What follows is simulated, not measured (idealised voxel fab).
You're looking at the process module voxel gate over fins.
Xsec cut, 240 nm wide, square cell size 5 nm.
Reading order for cross-sections: top band down to bottom band. Underlying form: a grid of square cells. Band size: one or more rows of cells. Top, bottom (nm), then materials left to right with widths (nm); lone material tagged "full width" fills the whole band edge to edge; "empty" = empty space. Heights are expressed relative to 0, this being the level below which the as-received wafer comprises one material exclusively. The lowest band is unbounded in the downward direction and is denoted as in "0 and below". The notation "30..40" denotes a width that varies across the rows of cells in the band, beginning at the first number in the top row, finishing at the second number in the bottom row, and changing by an identical amount from each row to the next. "remained the same" (step): cross-section cells unchanged, all of them. Closed empty spaces (no open way to the top) of 8 cells or more are what "Tabulated closed voids" lists, each as width x height at distance from the left edge, nm for all three. Note: text after step settings on the step line = simulator remark on that step. Regarding "overlay nm": on a step with a mask, it is the distance the mask lay to the right of its planned place; a negative value places it to the left.

[These are the steps we planned for the process]
step 1: RECEIVE [material Si]
step 2: CONFORMAL_DEP [material SiN] [thk nm 5]
step 3: PATTERN [tone cover] [mask id FINS] [material resist] [width nm 15] [pitch nm 55] [thk nm 20] [overlay nm 0]
step 4: DIRECTIONAL_ETCH [etch materials SiN] [depth nm 5]
step 5: DIRECTIONAL_ETCH [etch materials Si] [depth nm 40]
step 6: STRIP [etch materials resist]
step 7: FILL_DEP [material SiO2] [thk nm 5]
step 8: CMP [height nm 5]
step 9: MASKED_ETCH [tone open] [mask id RAIL] [width nm 15] [etch materials SiO2] [depth nm 40] [overlay nm 0]
step 10: CONFORMAL_DEP [material TiN] [thk nm 5]
step 11: FILL_DEP [material W] [thk nm 10]
step 12: CMP [height nm 5]
step 13: SELECTIVE_ETCH [etch materials W Ru TiN] [depth nm 25]
step 14: FILL_DEP [material SiO2] [thk nm 5]
step 15: CMP [height nm 5]
step 16: SELECTIVE_ETCH [etch materials SiO2] [depth nm 20]
step 17: STRIP [etch materials SiN]
step 18: CONFORMAL_DEP [material HfO2] [thk nm 5]
step 19: CONFORMAL_DEP [material TiN] [thk nm 5]
step 20: CONFORMAL_DEP [material TiAl] [thk nm 5]
step 21: CONFORMAL_DEP [material TiN] [thk nm 5]
step 22: FILL_DEP [material W] [thk nm 15]
step 23: CMP [height nm 30]
step 24: CONFORMAL_DEP [material SiCN] [thk nm 5]

[Below: the first of two wafers, run as planned]

[Incoming wafer in cross-section (state: after step 1)]
* 0 and below  Si full width
* Tabulated closed voids: none

[Cross-sectional representation of the wafer at the conclusion of step 2]
* 5 down to 0  SiN full width
* Heights below 0 show no change.

[Cross-sectional representation of the wafer at the conclusion of step 3]
* 25 down to 5  55 empty  15 resist  40 empty  15 resist  40 empty  15 resist  60 empty
* Heights below 5 show no change.

[Cross-sectional representation of the wafer at the conclusion of step 4]
* 25 down to 5  55 empty  15 resist  40 empty  15 resist  40 empty  15 resist  60 empty
* 5 down to 0  55 empty  15 SiN  40 empty  15 SiN  40 empty  15 SiN  60 empty
* Heights below 0 show no change.

[Cross-sectional representation of the wafer at the conclusion of step 5]
* 25 down to 5  55 empty  15 resist  40 empty  15 resist  40 empty  15 resist  60 empty
* 5 down to 0  55 empty  15 SiN  40 empty  15 SiN  40 empty  15 SiN  60 empty
* 0 down to -40  55 empty  15 Si  40 empty  15 Si  40 empty  15 Si  60 empty
* Heights below -40 show no change.

[Cross-sectional representation of the wafer at the conclusion of step 6]
* 5 down to 0  55 empty  15 SiN  40 empty  15 SiN  40 empty  15 SiN  60 empty
* Heights below 0 show no change.

[Cross-sectional representation of the wafer at the conclusion of step 7]
* 10 down to 5  SiO2 full width
* 5 down to 0  55 SiO2  15 SiN  40 SiO2  15 SiN  40 SiO2  15 SiN  60 SiO2
* 0 down to -40  55 SiO2  15 Si  40 SiO2  15 Si  40 SiO2  15 Si  60 SiO2
* Heights below -40 show no change.

[Cross-sectional representation of the wafer at the conclusion of step 8]
* 5 down to 0  55 SiO2  15 SiN  40 SiO2  15 SiN  40 SiO2  15 SiN  60 SiO2
* Heights below 0 show no change.

[Cross-sectional representation of the wafer at the conclusion of step 9]
* 5 down to 0  55 SiO2  15 SiN  10 SiO2  15 empty  15 SiO2  15 SiN  40 SiO2  15 SiN  60 SiO2
* 0 down to -35  55 SiO2  15 Si  10 SiO2  15 empty  15 SiO2  15 Si  40 SiO2  15 Si  60 SiO2
* Heights below -35 show no change.

[Cross-sectional representation of the wafer at the conclusion of step 10]
* 10 down to 5  85 TiN  5 empty  150 TiN
* 5 down to 0  55 SiO2  15 SiN  10 SiO2  5 TiN  5 empty  5 TiN  15 SiO2  15 SiN  40 SiO2  15 SiN  60 SiO2
* 0 down to -30  55 SiO2  15 Si  10 SiO2  5 TiN  5 empty  5 TiN  15 SiO2  15 Si  40 SiO2  15 Si  60 SiO2
* -30 down to -35  55 SiO2  15 Si  10 SiO2  15 TiN  15 SiO2  15 Si  40 SiO2  15 Si  60 SiO2
* Heights below -35 show no change.

[Cross-sectional representation of the wafer at the conclusion of step 11]
* 20 down to 10  W full width
* 10 down to 5  85 TiN  5 W  150 TiN
* 5 down to 0  55 SiO2  15 SiN  10 SiO2  5 TiN  5 W  5 TiN  15 SiO2  15 SiN  40 SiO2  15 SiN  60 SiO2
* 0 down to -30  55 SiO2  15 Si  10 SiO2  5 TiN  5 W  5 TiN  15 SiO2  15 Si  40 SiO2  15 Si  60 SiO2
* Heights below -30 show no change.

[Cross-sectional representation of the wafer at the conclusion of step 12]
* 5 down to 0  55 SiO2  15 SiN  10 SiO2  5 TiN  5 W  5 TiN  15 SiO2  15 SiN  40 SiO2  15 SiN  60 SiO2
* Heights below 0 show no change.

[Cross-sectional representation of the wafer at the conclusion of step 13]
* 5 down to 0  55 SiO2  15 SiN  10 SiO2  15 empty  15 SiO2  15 SiN  40 SiO2  15 SiN  60 SiO2
* 0 down to -20  55 SiO2  15 Si  10 SiO2  15 empty  15 SiO2  15 Si  40 SiO2  15 Si  60 SiO2
* Heights below -20 show no change.

[Cross-sectional representation of the wafer at the conclusion of step 14]
* 10 down to 5  SiO2 full width
* 5 down to 0  55 SiO2  15 SiN  40 SiO2  15 SiN  40 SiO2  15 SiN  60 SiO2
* 0 down to -20  55 SiO2  15 Si  40 SiO2  15 Si  40 SiO2  15 Si  60 SiO2
* Heights below -20 show no change.

[Cross-sectional representation of the wafer at the conclusion of step 15]
* 5 down to 0  55 SiO2  15 SiN  40 SiO2  15 SiN  40 SiO2  15 SiN  60 SiO2
* Heights below 0 show no change.

[Cross-sectional representation of the wafer at the conclusion of step 16]
* 5 down to 0  55 empty  15 SiN  40 empty  15 SiN  40 empty  15 SiN  60 empty
* 0 down to -15  55 empty  15 Si  40 empty  15 Si  40 empty  15 Si  60 empty
* Heights below -15 show no change.

[Cross-sectional representation of the wafer at the conclusion of step 17]
* 0 down to -15  55 empty  15 Si  40 empty  15 Si  40 empty  15 Si  60 empty
* Heights below -15 show no change.

[Cross-sectional representation of the wafer at the conclusion of step 18]
* 5 down to 0  50 empty  25 HfO2  30 empty  25 HfO2  30 empty  25 HfO2  55 empty
* 0 down to -10  50 empty  5 HfO2  15 Si  5 HfO2  30 empty  5 HfO2  15 Si  5 HfO2  30 empty  5 HfO2  15 Si  5 HfO2  55 empty
* -10 down to -15  55 HfO2  15 Si  40 HfO2  15 Si  40 HfO2  15 Si  60 HfO2
* Heights below -15 show no change.

[Cross-sectional representation of the wafer at the conclusion of step 19]
* 10 down to 5  45 empty  35 TiN  20 empty  35 TiN  20 empty  35 TiN  50 empty
* 5 down to 0  45 empty  5 TiN  25 HfO2  5 TiN  20 empty  5 TiN  25 HfO2  5 TiN  20 empty  5 TiN  25 HfO2  5 TiN  50 empty
* 0 down to -5  45 empty  5 TiN  5 HfO2  15 Si  5 HfO2  5 TiN  20 empty  5 TiN  5 HfO2  15 Si  5 HfO2  5 TiN  20 empty  5 TiN  5 HfO2  15 Si  5 HfO2  5 TiN  50 empty
* -5 down to -10  50 TiN  5 HfO2  15 Si  5 HfO2  30 TiN  5 HfO2  15 Si  5 HfO2  30 TiN  5 HfO2  15 Si  5 HfO2  55 TiN
* Heights below -10 show no change.

[Cross-sectional representation of the wafer at the conclusion of step 20]
* 15 down to 10  40 empty  45 TiAl  10 empty  45 TiAl  10 empty  45 TiAl  45 empty
* 10 down to 5  40 empty  5 TiAl  35 TiN  5 TiAl  10 empty  5 TiAl  35 TiN  5 TiAl  10 empty  5 TiAl  35 TiN  5 TiAl  45 empty
* 5 down to 0  40 empty  5 TiAl  5 TiN  25 HfO2  5 TiN  5 TiAl  10 empty  5 TiAl  5 TiN  25 HfO2  5 TiN  5 TiAl  10 empty  5 TiAl  5 TiN  25 HfO2  5 TiN  5 TiAl  45 empty
* 0 down to -5  45 TiAl  5 TiN  5 HfO2  15 Si  5 HfO2  5 TiN  20 TiAl  5 TiN  5 HfO2  15 Si  5 HfO2  5 TiN  20 TiAl  5 TiN  5 HfO2  15 Si  5 HfO2  5 TiN  50 TiAl
* Heights below -5 show no change.

[Cross-sectional representation of the wafer at the conclusion of step 21]
* 20 down to 15  35 empty  165 TiN  40 empty
* 15 down to 10  35 empty  5 TiN  45 TiAl  10 TiN  45 TiAl  10 TiN  45 TiAl  5 TiN  40 empty
* 10 down to 5  35 empty  5 TiN  5 TiAl  35 TiN  5 TiAl  10 TiN  5 TiAl  35 TiN  5 TiAl  10 TiN  5 TiAl  35 TiN  5 TiAl  5 TiN  40 empty
* 5 down to 0  40 TiN  5 TiAl  5 TiN  25 HfO2  5 TiN  5 TiAl  10 TiN  5 TiAl  5 TiN  25 HfO2  5 TiN  5 TiAl  10 TiN  5 TiAl  5 TiN  25 HfO2  5 TiN  5 TiAl  45 TiN
* Heights below 0 show no change.

[Cross-sectional representation of the wafer at the conclusion of step 22]
* 35 down to 20  W full width
* 20 down to 15  35 W  165 TiN  40 W
* 15 down to 10  35 W  5 TiN  45 TiAl  10 TiN  45 TiAl  10 TiN  45 TiAl  5 TiN  40 W
* 10 down to 5  35 W  5 TiN  5 TiAl  35 TiN  5 TiAl  10 TiN  5 TiAl  35 TiN  5 TiAl  10 TiN  5 TiAl  35 TiN  5 TiAl  5 TiN  40 W
* Heights below 5 show no change.

[Cross-sectional representation of the wafer at the conclusion of step 23]
* 30 down to 20  W full width
* Heights below 20 show no change.

[Cross-sectional representation of the wafer at the conclusion of step 24]
* 35 down to 30  SiCN full width
* Heights below 30 show no change.

[Wafer two. Identical start, identical plan. One mistake in execution. Identical history through step 10]

[Second wafer cross-section, taken as of the time the plan sets for step 11 to be done]
* 20 down to 10  SiN full width
* 10 down to 5  85 TiN  5 SiN  150 TiN
* 5 down to 0  55 SiO2  15 SiN  10 SiO2  5 TiN  5 SiN  5 TiN  15 SiO2  15 SiN  40 SiO2  15 SiN  60 SiO2
* 0 down to -30  55 SiO2  15 Si  10 SiO2  5 TiN  5 SiN  5 TiN  15 SiO2  15 Si  40 SiO2  15 Si  60 SiO2
* Heights below -30 show no change.

[Second wafer cross-section, taken as of the time the plan sets for step 12 to be done]
* 5 down to 0  55 SiO2  15 SiN  10 SiO2  5 TiN  5 SiN  5 TiN  15 SiO2  15 SiN  40 SiO2  15 SiN  60 SiO2
* Heights below 0 show no change.

[Second wafer cross-section, taken as of the time the plan sets for step 13 to be done]
* 5 down to 0  55 SiO2  15 SiN  10 SiO2  5 empty  5 SiN  5 empty  15 SiO2  15 SiN  40 SiO2  15 SiN  60 SiO2
* 0 down to -20  55 SiO2  15 Si  10 SiO2  5 empty  5 SiN  5 empty  15 SiO2  15 Si  40 SiO2  15 Si  60 SiO2
* Heights below -20 show no change.

[Second wafer cross-section, taken as of the time the plan sets for step 14 to be done]
* 10 down to 5  SiO2 full width
* 5 down to 0  55 SiO2  15 SiN  15 SiO2  5 SiN  20 SiO2  15 SiN  40 SiO2  15 SiN  60 SiO2
* 0 down to -20  55 SiO2  15 Si  15 SiO2  5 SiN  20 SiO2  15 Si  40 SiO2  15 Si  60 SiO2
* Heights below -20 show no change.

[Second wafer cross-section, taken as of the time the plan sets for step 15 to be done]
* 5 down to 0  55 SiO2  15 SiN  15 SiO2  5 SiN  20 SiO2  15 SiN  40 SiO2  15 SiN  60 SiO2
* Heights below 0 show no change.

[Second wafer cross-section, taken as of the time the plan sets for step 16 to be done]
* 5 down to 0  55 empty  15 SiN  15 empty  5 SiN  20 empty  15 SiN  40 empty  15 SiN  60 empty
* 0 down to -15  55 empty  15 Si  15 empty  5 SiN  20 empty  15 Si  40 empty  15 Si  60 empty
* Heights below -15 show no change.

[Second wafer cross-section, taken as of the time the plan sets for step 17 to be done]
* 0 down to -15  55 empty  15 Si  40 empty  15 Si  40 empty  15 Si  60 empty
* -15 down to -20  55 SiO2  15 Si  15 SiO2  5 empty  20 SiO2  15 Si  40 SiO2  15 Si  60 SiO2
* -20 down to -30  55 SiO2  15 Si  10 SiO2  5 TiN  5 empty  5 TiN  15 SiO2  15 Si  40 SiO2  15 Si  60 SiO2
* Heights below -30 show no change.

[Second wafer cross-section, taken as of the time the plan sets for step 18 to be done]
* 5 down to 0  50 empty  25 HfO2  30 empty  25 HfO2  30 empty  25 HfO2  55 empty
* 0 down to -10  50 empty  5 HfO2  15 Si  5 HfO2  30 empty  5 HfO2  15 Si  5 HfO2  30 empty  5 HfO2  15 Si  5 HfO2  55 empty
* -10 down to -15  55 HfO2  15 Si  40 HfO2  15 Si  40 HfO2  15 Si  60 HfO2
* -15 down to -20  55 SiO2  15 Si  15 SiO2  5 HfO2  20 SiO2  15 Si  40 SiO2  15 Si  60 SiO2
* -20 down to -30  55 SiO2  15 Si  10 SiO2  5 TiN  5 HfO2  5 TiN  15 SiO2  15 Si  40 SiO2  15 Si  60 SiO2
* Heights below -30 show no change.

[Second wafer cross-section, taken as of the time the plan sets for step 19 to be done]
* 10 down to 5  45 empty  35 TiN  20 empty  35 TiN  20 empty  35 TiN  50 empty
* 5 down to 0  45 empty  5 TiN  25 HfO2  5 TiN  20 empty  5 TiN  25 HfO2  5 TiN  20 empty  5 TiN  25 HfO2  5 TiN  50 empty
* 0 down to -5  45 empty  5 TiN  5 HfO2  15 Si  5 HfO2  5 TiN  20 empty  5 TiN  5 HfO2  15 Si  5 HfO2  5 TiN  20 empty  5 TiN  5 HfO2  15 Si  5 HfO2  5 TiN  50 empty
* -5 down to -10  50 TiN  5 HfO2  15 Si  5 HfO2  30 TiN  5 HfO2  15 Si  5 HfO2  30 TiN  5 HfO2  15 Si  5 HfO2  55 TiN
* Heights below -10 show no change.

[Second wafer cross-section, taken as of the time the plan sets for step 20 to be done]
* 15 down to 10  40 empty  45 TiAl  10 empty  45 TiAl  10 empty  45 TiAl  45 empty
* 10 down to 5  40 empty  5 TiAl  35 TiN  5 TiAl  10 empty  5 TiAl  35 TiN  5 TiAl  10 empty  5 TiAl  35 TiN  5 TiAl  45 empty
* 5 down to 0  40 empty  5 TiAl  5 TiN  25 HfO2  5 TiN  5 TiAl  10 empty  5 TiAl  5 TiN  25 HfO2  5 TiN  5 TiAl  10 empty  5 TiAl  5 TiN  25 HfO2  5 TiN  5 TiAl  45 empty
* 0 down to -5  45 TiAl  5 TiN  5 HfO2  15 Si  5 HfO2  5 TiN  20 TiAl  5 TiN  5 HfO2  15 Si  5 HfO2  5 TiN  20 TiAl  5 TiN  5 HfO2  15 Si  5 HfO2  5 TiN  50 TiAl
* Heights below -5 show no change.

[Second wafer cross-section, taken as of the time the plan sets for step 21 to be done]
* 20 down to 15  35 empty  165 TiN  40 empty
* 15 down to 10  35 empty  5 TiN  45 TiAl  10 TiN  45 TiAl  10 TiN  45 TiAl  5 TiN  40 empty
* 10 down to 5  35 empty  5 TiN  5 TiAl  35 TiN  5 TiAl  10 TiN  5 TiAl  35 TiN  5 TiAl  10 TiN  5 TiAl  35 TiN  5 TiAl  5 TiN  40 empty
* 5 down to 0  40 TiN  5 TiAl  5 TiN  25 HfO2  5 TiN  5 TiAl  10 TiN  5 TiAl  5 TiN  25 HfO2  5 TiN  5 TiAl  10 TiN  5 TiAl  5 TiN  25 HfO2  5 TiN  5 TiAl  45 TiN
* Heights below 0 show no change.

[Second wafer cross-section, taken as of the time the plan sets for step 22 to be done]
* 35 down to 20  W full width
* 20 down to 15  35 W  165 TiN  40 W
* 15 down to 10  35 W  5 TiN  45 TiAl  10 TiN  45 TiAl  10 TiN  45 TiAl  5 TiN  40 W
* 10 down to 5  35 W  5 TiN  5 TiAl  35 TiN  5 TiAl  10 TiN  5 TiAl  35 TiN  5 TiAl  10 TiN  5 TiAl  35 TiN  5 TiAl  5 TiN  40 W
* Heights below 5 show no change.

[Second wafer cross-section, taken as of the time the plan sets for step 23 to be done]
* 30 down to 20  W full width
* Heights below 20 show no change.

[Second wafer cross-section, taken as of the time the plan sets for step 24 to be done]
* 35 down to 30  SiCN full width
* Heights below 30 show no change.
Which mistake was made when the wafer was run? the process deviated at step 11: the operation and settings actually run there were FILL_DEP [material SiN] [thk nm 10]
Once processing is complete, comparing cell counts shows that the second wafer has more or fewer of certain materials than the first: +3 HfO2 | -1 SiO2 | -2 W
